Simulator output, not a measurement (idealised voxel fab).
process module | voxel ribs on slabs
cross-section cut | 205 nm wide | cells 5 nm
A cross-section is a grid of square cells, given in bands from the top down. A band is one or more rows of cells.
Each band's line starts with the height of the band's top and of its bottom, in nm. Then come its materials from left to right, each with its width in nm. One material with "throughout" fills the band from edge to edge. "air" is empty space.
Height 0 is the level under which the wafer as received is all one material. The lowest band goes on downwards, as in "0 down".
A width such as "30 to 40" changes by the same amount from each row of cells to the next, from the band's top row to its bottom row.
"no change" after a step means that no cell of the cross-section changed.
closed voids: empty space of 8 cells or more with no open way to the top, each as width x height at its distance from the left edge, in nm
after a step's settings: what the simulator itself notes on the step
overlay nm, on a step with a mask: how far to the right of its planned place the mask lay; to the left if negative
plan
1 op RECEIVE | material Si
2 op DIRECTIONAL_DEP | material SiO2 | thk nm 25
3 op DIRECTIONAL_DEP | material polySi | thk nm 20
4 op PATTERN | tone cover | mask id RIB | material resist | width nm 30 | thk nm 20 | overlay nm 0
5 op DIRECTIONAL_ETCH | etch materials polySi | depth nm 10
6 op STRIP | etch materials resist
7 op MASKED_ETCH | tone cover | mask id SLAB | width nm 60 | etch materials polySi | depth nm 10 | overlay nm 0
8 op FILL_DEP | material SiO2 | thk nm 25
9 op CMP | height nm 60
10 op DIRECTIONAL_DEP | material TiN | thk nm 5
11 op PATTERN | tone cover | mask id HEATER | material resist | width nm 40 | thk nm 20 | overlay nm 0
12 op DIRECTIONAL_ETCH | etch materials TiN | depth nm 5
13 op STRIP | etch materials resist
14 op CONFORMAL_DEP | material SiO2 | thk nm 10
as received, after step 1
  0 down: Si throughout
  closed voids: none
a wafer at the end: this start, this plan, one mistake
  65 to 60: air 80 | TiN 40 | air 85
  60 to 45: SiO2 throughout
  45 to 35: SiO2 85 | polySi 30 | SiO2 90
  35 to 25: SiO2 70 | polySi 60 | SiO2 75
  25 to 0: SiO2 throughout
  0 down: Si throughout
  closed voids: none
what went wrong: step 14 was left out
